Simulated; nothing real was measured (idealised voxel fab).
You're looking at the process module voxel transistor to metal.
Cross-sectional view cut (width: 270 nm; square cell size: 5 nm).
This document writes a cross-section as a grid whose cells are square, and gives it as bands, listed from the top down; one or more rows of cells form a band. Quick guide to a band line: top height, bottom height (nm) up front; then every material left to right with its width in nm. Only one material and it's marked "edge to edge"? Then it fills the band edge to edge. And "empty" just means empty space. Note: height 0 marks the level under which the wafer is uniformly one material as received. Lowest band unbounded below, written "top 0, no bottom". Width spec "30..40" -> top row of cells at first value, bottom row at second value, equal per-row change in between. Basically "changes: none" means that step didn't change any cell in the cross-section. Look at "Closed void register" for the closed voids: empty spaces with no open path to the top, sized 8 cells or up. Each is width x height at distance, distance from the left edge, all nm. On each step's line, the part that comes after the settings is the simulator's own comment on the step. Each step line may optionally specify "overlay nm", which for a step with a mask gives the rightward distance between the mask's planned place and where it lay, a negative value indicating the leftward direction.
### Below is the list of planned process steps
1) op RECEIVE | material Si
2) op OXIDIZE | depth nm 5
3) op CONFORMAL_DEP | material SiN | thk nm 15
4) op DIRECTIONAL_DEP | material aC | thk nm 10
5) op PATTERN | tone cover | mask id ACTIVE | material resist | width nm 105 | pitch nm 125 | thk nm 30 | overlay nm 0
6) op DIRECTIONAL_ETCH | etch materials aC | depth nm 10
7) op STRIP | etch materials resist
8) op DIRECTIONAL_ETCH | etch materials SiN | depth nm 15
9) op DIRECTIONAL_ETCH | etch materials SiO2 | depth nm 5
10) op DIRECTIONAL_ETCH | etch materials Si | depth nm 30
11) op STRIP | etch materials aC
12) op FILL_DEP | material SiO2 | thk nm 10
13) op CMP | height nm 15
14) op SELECTIVE_ETCH | etch materials SiO2 | depth nm 15
15) op STRIP | etch materials SiN
16) op SELECTIVE_ETCH | etch materials SiO2 | depth nm 5
17) op OXIDIZE | depth nm 5
18) op DIRECTIONAL_DEP | material polySi | thk nm 20
19) op DIRECTIONAL_DEP | material SiCN | thk nm 15
20) op MASKED_ETCH | tone cover | mask id GATE | width nm 25 | pitch nm 125 | etch materials SiCN | depth nm 25 | overlay nm 0
21) op MASKED_ETCH | tone cover | mask id GATE | width nm 25 | pitch nm 125 | etch materials polySi | depth nm 30 | overlay nm 0
22) op CONFORMAL_DEP | material SiO2 | thk nm 5
23) op DIRECTIONAL_ETCH | etch materials SiO2 | depth nm 5
24) op CONFORMAL_DEP | material SiN | thk nm 5
25) op DIRECTIONAL_ETCH | etch materials SiN | depth nm 5
26) op DIRECTIONAL_ETCH | etch materials SiO2 | depth nm 5
27) op EPI | material nSi | thk nm 5
28) op FILL_DEP | material SiO2 | thk nm 10
29) op CMP | height nm 30
30) op DIRECTIONAL_DEP | material SiO2 | thk nm 15
31) op DIRECTIONAL_DEP | material aC | thk nm 15
32) op PATTERN | tone open | mask id CONTACT | material resist | width nm 30 | thk nm 35 | overlay nm 0
33) op DIRECTIONAL_ETCH | etch materials aC | depth nm 15
34) op STRIP | etch materials resist
35) op DIRECTIONAL_ETCH | etch materials SiO2 | depth nm 50
36) op STRIP | etch materials aC
37) op CONFORMAL_DEP | material TiN | thk nm 5
38) op FILL_DEP | material Ru | thk nm 10
39) op CMP | height nm 45
40) op DIRECTIONAL_DEP | material TiN | thk nm 5
41) op DIRECTIONAL_DEP | material W | thk nm 25
42) op MASKED_ETCH | tone cover | mask id METAL_1 | width nm 20 | etch materials W | depth nm 25 | overlay nm 0
43) op MASKED_ETCH | tone cover | mask id METAL_1 | width nm 20 | etch materials TiN | depth nm 5 | overlay nm 0
44) op FILL_DEP | material lowk | thk nm 5
45) op CMP | height nm 75
46) op CONFORMAL_DEP | material SiN | thk nm 5
### As-received state of the wafer in cross-section, equivalent to post-step 1
	top 0, no bottom: Si edge to edge
	Closed void register: none
### What the wafer looks like in cross-section after this module, when it starts as shown above and follows the plan above but one mistake is made in running it
	top 80, bottom 75: SiN edge to edge
	top 75, bottom 60: lowk 25 nm  W 20 nm  lowk 55 nm  W 20 nm  lowk 30 nm  W 20 nm  lowk 55 nm  W 20 nm  lowk 25 nm
	top 60, bottom 55: lowk 25 nm  TiN 20 nm  lowk 55 nm  TiN 20 nm  lowk 30 nm  TiN 20 nm  lowk 55 nm  TiN 20 nm  lowk 25 nm
	top 55, bottom 45: TiN edge to edge
	top 45, bottom 35: SiO2 25 nm  TiN 5 nm  Ru 20 nm  TiN 5 nm  SiO2 35 nm  TiN 5 nm  Ru 20 nm  TiN 5 nm  SiO2 30 nm  TiN 5 nm  Ru 20 nm  TiN 5 nm  SiO2 35 nm  TiN 5 nm  Ru 20 nm  TiN 5 nm  SiO2 25 nm
	top 35, bottom 30: SiO2 25 nm  TiN 5 nm  Ru 15 nm  TiN 10 nm  SiO2 35 nm  TiN 10 nm  Ru 15 nm  TiN 5 nm  SiO2 30 nm  TiN 5 nm  Ru 15 nm  TiN 10 nm  SiO2 35 nm  TiN 10 nm  Ru 15 nm  TiN 5 nm  SiO2 25 nm
	top 30, bottom 15: SiO2 25 nm  TiN 5 nm  Ru 15 nm  TiN 5 nm  SiN 5 nm  SiO2 5 nm  SiCN 25 nm  SiO2 5 nm  SiN 5 nm  TiN 5 nm  Ru 15 nm  TiN 5 nm  SiO2 30 nm  TiN 5 nm  Ru 15 nm  TiN 5 nm  SiN 5 nm  SiO2 5 nm  SiCN 25 nm  SiO2 5 nm  SiN 5 nm  TiN 5 nm  Ru 15 nm  TiN 5 nm  SiO2 25 nm
	top 15, bottom 0: SiO2 25 nm  TiN 5 nm  Ru 15 nm  TiN 5 nm  SiN 5 nm  SiO2 5 nm  polySi 25 nm  SiO2 5 nm  SiN 5 nm  TiN 5 nm  Ru 15 nm  TiN 5 nm  SiO2 30 nm  TiN 5 nm  Ru 15 nm  TiN 5 nm  SiN 5 nm  SiO2 5 nm  polySi 25 nm  SiO2 5 nm  SiN 5 nm  TiN 5 nm  Ru 15 nm  TiN 5 nm  SiO2 25 nm
	top 0, bottom -5: SiO2 25 nm  TiN 25 nm  SiN 5 nm  SiO2 5 nm  polySi 25 nm  SiO2 5 nm  SiN 5 nm  TiN 25 nm  SiO2 30 nm  TiN 25 nm  SiN 5 nm  SiO2 5 nm  polySi 25 nm  SiO2 5 nm  SiN 5 nm  TiN 25 nm  SiO2 25 nm
	top -5, bottom -10: SiO2 15 nm  nSi 35 nm  SiO2 45 nm  nSi 35 nm  SiO2 10 nm  nSi 35 nm  SiO2 45 nm  nSi 35 nm  SiO2 15 nm
	top -10, bottom -35: SiO2 20 nm  Si 105 nm  SiO2 20 nm  Si 105 nm  SiO2 20 nm
	top -35, no bottom: Si edge to edge
	Closed void register: none
Nonconformance to the process plan: heads up, step 40 didn't go per plan, it actually ran as op DIRECTIONAL_DEP | material TiN | thk nm 15
